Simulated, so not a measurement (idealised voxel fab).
process module | voxel trench capacitor
cross-section cut | 240 nm wide | cells 5 nm
A cross-section is a grid of square cells, given in bands from the top down. A band is one or more rows of cells.
Each band's line starts with the height of the band's top and of its bottom, in nm. Then come its materials from left to right, each with its width in nm. One material with "throughout" fills the band from edge to edge. "air" is empty space.
Height 0 is the level under which the wafer as received is all one material. The lowest band goes on downwards, as in "0 down".
A width such as "30 to 40" changes by the same amount from each row of cells to the next, from the band's top row to its bottom row.
"no change" after a step means that no cell of the cross-section changed.
closed voids: empty space of 8 cells or more with no open way to the top, each as width x height at its distance from the left edge, in nm
after a step's settings: what the simulator itself notes on the step
overlay nm, on a step with a mask: how far to the right of its planned place the mask lay; to the left if negative
plan
1 op RECEIVE | material Si
2 op CONFORMAL_DEP | material SiN | thk nm 5
3 op PATTERN | tone open | mask id TRENCH | material resist | width nm 15 | pitch nm 40 | thk nm 15 | overlay nm 0
4 op DIRECTIONAL_ETCH | etch materials SiN | depth nm 5
5 op DIRECTIONAL_ETCH | etch materials Si | depth nm 40
6 op STRIP | etch materials resist
7 op CONFORMAL_DEP | material Al2O3 | thk nm 5
8 op CONFORMAL_DEP | material TiN | thk nm 5
9 op FILL_DEP | material W | thk nm 5
10 op CMP | height nm 5
varied across the wafers: width nm of step 3. The plan shows the first wafer's value. All wafers start alike
first wafer as received, after step 1
  0 down: Si throughout
  closed voids: none
each wafer at the end: cells of each material gained (+) or lost (-) since it was received, then its closed voids
width nm 15 | +76 Al2O3 | -96 Si | +36 SiN | +32 TiN | closed voids: none
width nm 20 | +80 Al2O3 | -128 Si | +32 SiN | +64 TiN | closed voids: none
width nm 25 | +84 Al2O3 | -160 Si | +28 SiN | +68 TiN | +28 W | closed voids: none
